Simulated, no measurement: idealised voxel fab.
process module | voxel capacitor over wiring
cross-section cut | 160 nm wide | cells 5 nm
A cross-section is a grid of square cells, given in bands from the top down. A band is one or more rows of cells.
Each band's line starts with the height of the band's top and of its bottom, in nm. Then come its materials from left to right, each with its width in nm. One material with "throughout" fills the band from edge to edge. "air" is empty space.
Height 0 is the level under which the wafer as received is all one material. The lowest band goes on downwards, as in "0 down".
A width such as "30 to 40" changes by the same amount from each row of cells to the next, from the band's top row to its bottom row.
"no change" after a step means that no cell of the cross-section changed.
closed voids: empty space of 8 cells or more with no open way to the top, each as width x height at its distance from the left edge, in nm
after a step's settings: what the simulator itself notes on the step
overlay nm, on a step with a mask: how far to the right of its planned place the mask lay; to the left if negative
plan
1 op RECEIVE | material Si
2 op CONFORMAL_DEP | material SiO2 | thk nm 15
3 op CONFORMAL_DEP | material SiCN | thk nm 5
4 op DIRECTIONAL_DEP | material SiO2 | thk nm 20
5 op DIRECTIONAL_DEP | material aC | thk nm 15
6 op PATTERN | tone open | mask id METAL_1 | material resist | width nm 20 | pitch nm 70 | thk nm 35 | overlay nm 0
7 op DIRECTIONAL_ETCH | etch materials aC | depth nm 15
8 op STRIP | etch materials resist
9 op DIRECTIONAL_ETCH | etch materials SiO2 | depth nm 20
10 op DIRECTIONAL_ETCH | etch materials SiCN | depth nm 5
11 op STRIP | etch materials aC
12 op CONFORMAL_DEP | material TiN | thk nm 5
13 op FILL_DEP | material Cu | thk nm 5
14 op CMP | height nm 40
15 op EPI | material Ru | thk nm 5
16 op FILL_DEP | material SiCN | thk nm 5
17 op DIRECTIONAL_DEP | material lowk | thk nm 10
18 op PATTERN | tone open | mask id PLUG_1 | material resist | width nm 15 | thk nm 20 | overlay nm 0
19 op DIRECTIONAL_ETCH | etch materials lowk | depth nm 10
20 op DIRECTIONAL_ETCH | etch materials SiCN | depth nm 5
21 op STRIP | etch materials resist
22 op CONFORMAL_DEP | material TiN | thk nm 5
23 op FILL_DEP | material W | thk nm 5
24 op CMP | height nm 60
25 op DIRECTIONAL_DEP | material TiN | thk nm 5
26 op DIRECTIONAL_DEP | material SiN | thk nm 5
27 op DIRECTIONAL_DEP | material TiN | thk nm 10
28 op DIRECTIONAL_DEP | material aC | thk nm 15
29 op PATTERN | tone cover | mask id UPPER_PLATE | material resist | width nm 55 | thk nm 35 | overlay nm 0
30 op DIRECTIONAL_ETCH | etch materials aC | depth nm 15
31 op STRIP | etch materials resist
32 op DIRECTIONAL_ETCH | etch materials TiN | depth nm 10
33 op DIRECTIONAL_ETCH | etch materials SiN | depth nm 5
34 op STRIP | etch materials aC
35 op PATTERN | tone cover | mask id LOWER_PLATE | material resist | width nm 65 | thk nm 20 | overlay nm 0
36 op DIRECTIONAL_ETCH | etch materials TiN | depth nm 5
37 op STRIP | etch materials resist
38 op FILL_DEP | material SiO2 | thk nm 15
39 op CMP | height nm 90
40 op MASKED_ETCH | tone open | mask id PLUG_2 | width nm 15 | etch materials SiO2 | depth nm 10 | overlay nm 0
41 op CONFORMAL_DEP | material TiN | thk nm 5
42 op FILL_DEP | material Cu | thk nm 10
43 op CMP | height nm 90
44 op CONFORMAL_DEP | material SiN | thk nm 5
as received, after step 1
  0 down: Si throughout
  closed voids: none
first wafer at the end, as planned
  95 to 90: SiN throughout
  90 to 85: SiO2 50 | TiN 5 | Cu 5 | TiN 5 | SiO2 95
  85 to 80: SiO2 50 | TiN 15 | SiO2 95
  80 to 70: SiO2 40 | TiN 55 | SiO2 65
  70 to 65: SiO2 40 | SiN 55 | SiO2 65
  65 to 60: SiO2 35 | TiN 65 | SiO2 60
  60 to 50: lowk 40 | TiN 5 | W 5 | TiN 5 | lowk 105
  50 to 45: SiCN 40 | TiN 15 | SiCN 105
  45 to 40: SiCN 30 | Ru 30 | SiCN 40 | Ru 30 | SiCN 30
  40 to 20: SiO2 35 | TiN 5 | Cu 10 | TiN 5 | SiO2 50 | TiN 5 | Cu 10 | TiN 5 | SiO2 35
  20 to 15: SiCN 35 | TiN 20 | SiCN 50 | TiN 20 | SiCN 35
  15 to 0: SiO2 throughout
  0 down: Si throughout
  closed voids: none
second wafer at the end: like start, like plan, one mistake
  95 to 90: SiN throughout
  90 to 85: SiO2 50 | TiN 5 | Cu 5 | TiN 5 | SiO2 95
  85 to 80: SiO2 50 | TiN 15 | SiO2 95
  80 to 70: SiO2 40 | TiN 55 | SiO2 65
  70 to 65: SiO2 40 | SiN 55 | SiO2 65
  65 to 60: SiO2 35 | TiN 65 | SiO2 60
  60 to 50: W 35 | TiN 5 | lowk 15 | TiN 5 | W 100
  50 to 45: TiN 40 | SiCN 15 | TiN 105
  45 to 40: SiCN 30 | Ru 30 | SiCN 40 | Ru 30 | SiCN 30
  40 to 20: SiO2 35 | TiN 5 | Cu 10 | TiN 5 | SiO2 50 | TiN 5 | Cu 10 | TiN 5 | SiO2 35
  20 to 15: SiCN 35 | TiN 20 | SiCN 50 | TiN 20 | SiCN 35
  15 to 0: SiO2 throughout
  0 down: Si throughout
  closed voids: none
what went wrong: step 18 ran as: op PATTERN | tone cover | mask id PLUG_1 | material resist | width nm 15 | thk nm 20 | overlay nm 0
at the end the second wafer has, in cells: 26 fewer of SiCN | 26 more of TiN | 52 more of W | 52 fewer of lowk
